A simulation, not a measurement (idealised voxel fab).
This is a process module. Its name is voxel self aligned vias.
Each square cell in cross-section cut measures 5 nm, and the section as a whole is 280 nm wide.
A cross-section in this document is a grid of square cells, and it is written down as bands, the top band listed before the ones below it; a band is made up of one or more rows of cells. It is stipulated that each band's entry specify, in nanometres, the height of the top of the band and then that of its bottom, followed by the materials of the band in left-to-right sequence, each together with its width in nanometres. A single material marked by the word "everywhere" is understood to fill the band from edge to edge; the word "empty" is understood to denote empty space. Zero point of the height axis is 0; under it, received wafer = one material. Lowest band: continues down indefinitely, "0 down". So if you see something like "30..40" for the width, read it as the top row of the band sitting at the first number and the bottom row at the second, with every row in between moving by the same amount as the last. No cell of the cross-section changed in a step that is given as "remains unaltered". "Cavities, closed": sealed empty spaces, 8 cells or more, no open way to top, listed width x height at distance, with distance from the left edge and width, height and distance in nm. That trailing text on a step's line, after the settings, is the simulator's own remark on the step. On any step carrying a mask, the "overlay nm" setting, if present on the step's line, tells how far right of its planned place the mask lay; negative values point to the left.
**Planned process steps**
1,RECEIVE [material Si]
2,CONFORMAL_DEP [material SiO2] [thk nm 15]
3,CONFORMAL_DEP [material SiCN] [thk nm 5]
4,DIRECTIONAL_DEP [material lowk] [thk nm 30]
5,MASKED_ETCH [tone open] [mask id LINES] [width nm 30] [pitch nm 75] [etch materials lowk] [depth nm 30] [overlay nm 0]
6,CONFORMAL_DEP [material TiN] [thk nm 5]
7,FILL_DEP [material W] [thk nm 10]
8,CMP [height nm 50]
9,SELECTIVE_ETCH [etch materials W Ru TiN] [depth nm 10]
10,FILL_DEP [material SiN] [thk nm 10]
11,CMP [height nm 50]
12,DIRECTIONAL_DEP [material lowk] [thk nm 20]
13,MASKED_ETCH [tone open] [mask id VIAS] [width nm 50] [etch materials lowk] [depth nm 20] [overlay nm 0]
14,MASKED_ETCH [tone open] [mask id VIAS] [width nm 50] [etch materials SiN] [depth nm 10] [overlay nm 0]
15,CONFORMAL_DEP [material TiN] [thk nm 5]
16,FILL_DEP [material Ru] [thk nm 5]
17,CMP [height nm 70]
18,CONFORMAL_DEP [material SiN] [thk nm 5]
**Below: the first of two wafers, run as planned**
**Cross-section of the wafer as it came to us, i.e., already through step 1**
* 0 down: Si everywhere
* Cavities, closed: none
**The wafer, seen in cross-section, after step 2**
* 15 to 0: SiO2 everywhere
* No changes below 0.
**The wafer, seen in cross-section, after step 3**
* 20 to 15: SiCN everywhere
* No changes below 15.
**The wafer, seen in cross-section, after step 4**
* 50 to 20: lowk everywhere
* No changes below 20.
**The wafer, seen in cross-section, after step 5**
* 50 to 20: lowk: 85 / empty: 30 / lowk: 45 / empty: 30 / lowk: 90
* No changes below 20.
**The wafer, seen in cross-section, after step 6**
* 55 to 50: TiN: 90 / empty: 20 / TiN: 55 / empty: 20 / TiN: 95
* 50 to 25: lowk: 85 / TiN: 5 / empty: 20 / TiN: 5 / lowk: 45 / TiN: 5 / empty: 20 / TiN: 5 / lowk: 90
* 25 to 20: lowk: 85 / TiN: 30 / lowk: 45 / TiN: 30 / lowk: 90
* No changes below 20.
**The wafer, seen in cross-section, after step 7**
* 65 to 55: W everywhere
* 55 to 50: TiN: 90 / W: 20 / TiN: 55 / W: 20 / TiN: 95
* 50 to 25: lowk: 85 / TiN: 5 / W: 20 / TiN: 5 / lowk: 45 / TiN: 5 / W: 20 / TiN: 5 / lowk: 90
* No changes below 25.
**The wafer, seen in cross-section, after step 8**
* 50 to 25: lowk: 85 / TiN: 5 / W: 20 / TiN: 5 / lowk: 45 / TiN: 5 / W: 20 / TiN: 5 / lowk: 90
* No changes below 25.
**The wafer, seen in cross-section, after step 9**
* 50 to 40: lowk: 85 / empty: 30 / lowk: 45 / empty: 30 / lowk: 90
* No changes below 40.
**The wafer, seen in cross-section, after step 10**
* 60 to 50: SiN everywhere
* 50 to 40: lowk: 85 / SiN: 30 / lowk: 45 / SiN: 30 / lowk: 90
* No changes below 40.
**The wafer, seen in cross-section, after step 11**
* 50 to 40: lowk: 85 / SiN: 30 / lowk: 45 / SiN: 30 / lowk: 90
* No changes below 40.
**The wafer, seen in cross-section, after step 12**
* 70 to 50: lowk everywhere
* No changes below 50.
**The wafer, seen in cross-section, after step 13**
* 70 to 50: lowk: 75 / empty: 50 / lowk: 155
* No changes below 50.
**The wafer, seen in cross-section, after step 14**
* 70 to 50: lowk: 75 / empty: 50 / lowk: 155
* 50 to 40: lowk: 85 / empty: 30 / lowk: 45 / SiN: 30 / lowk: 90
* No changes below 40.
**The wafer, seen in cross-section, after step 15**
* 75 to 70: TiN: 80 / empty: 40 / TiN: 160
* 70 to 55: lowk: 75 / TiN: 5 / empty: 40 / TiN: 5 / lowk: 155
* 55 to 50: lowk: 75 / TiN: 15 / empty: 20 / TiN: 15 / lowk: 155
* 50 to 45: lowk: 85 / TiN: 5 / empty: 20 / TiN: 5 / lowk: 45 / SiN: 30 / lowk: 90
* 45 to 40: lowk: 85 / TiN: 30 / lowk: 45 / SiN: 30 / lowk: 90
* No changes below 40.
**The wafer, seen in cross-section, after step 16**
* 80 to 75: Ru everywhere
* 75 to 70: TiN: 80 / Ru: 40 / TiN: 160
* 70 to 55: lowk: 75 / TiN: 5 / Ru: 40 / TiN: 5 / lowk: 155
* 55 to 50: lowk: 75 / TiN: 15 / Ru: 20 / TiN: 15 / lowk: 155
* 50 to 45: lowk: 85 / TiN: 5 / Ru: 20 / TiN: 5 / lowk: 45 / SiN: 30 / lowk: 90
* No changes below 45.
**The wafer, seen in cross-section, after step 17**
* 70 to 55: lowk: 75 / TiN: 5 / Ru: 40 / TiN: 5 / lowk: 155
* No changes below 55.
**The wafer, seen in cross-section, after step 18**
* 75 to 70: SiN everywhere
* No changes below 70.
**Wafer two of two - same starting point, same process plan, one mistake in execution; matches wafer one up to and including step 14**
**The second wafer in cross-section, at the planned close of step 15**
* 75 to 70: SiCN: 80 / empty: 40 / SiCN: 160
* 70 to 55: lowk: 75 / SiCN: 5 / empty: 40 / SiCN: 5 / lowk: 155
* 55 to 50: lowk: 75 / SiCN: 15 / empty: 20 / SiCN: 15 / lowk: 155
* 50 to 45: lowk: 85 / SiCN: 5 / empty: 20 / SiCN: 5 / lowk: 45 / SiN: 30 / lowk: 90
* 45 to 40: lowk: 85 / SiCN: 30 / lowk: 45 / SiN: 30 / lowk: 90
* No changes below 40.
**The second wafer in cross-section, at the planned close of step 16**
* 80 to 75: Ru everywhere
* 75 to 70: SiCN: 80 / Ru: 40 / SiCN: 160
* 70 to 55: lowk: 75 / SiCN: 5 / Ru: 40 / SiCN: 5 / lowk: 155
* 55 to 50: lowk: 75 / SiCN: 15 / Ru: 20 / SiCN: 15 / lowk: 155
* 50 to 45: lowk: 85 / SiCN: 5 / Ru: 20 / SiCN: 5 / lowk: 45 / SiN: 30 / lowk: 90
* No changes below 45.
**The second wafer in cross-section, at the planned close of step 17**
* 70 to 55: lowk: 75 / SiCN: 5 / Ru: 40 / SiCN: 5 / lowk: 155
* No changes below 55.
**The second wafer in cross-section, at the planned close of step 18**
* 75 to 70: SiN everywhere
* No changes below 70.
In executing the process, a mistake was made relative to the plan: so step 15 ended up running with a different setting than we planned, it ran as CONFORMAL_DEP [material SiCN] [thk nm 5]
Final comparison by cell count, materials where the second wafer has more or fewer than the first: +20 SiCN | -20 TiN
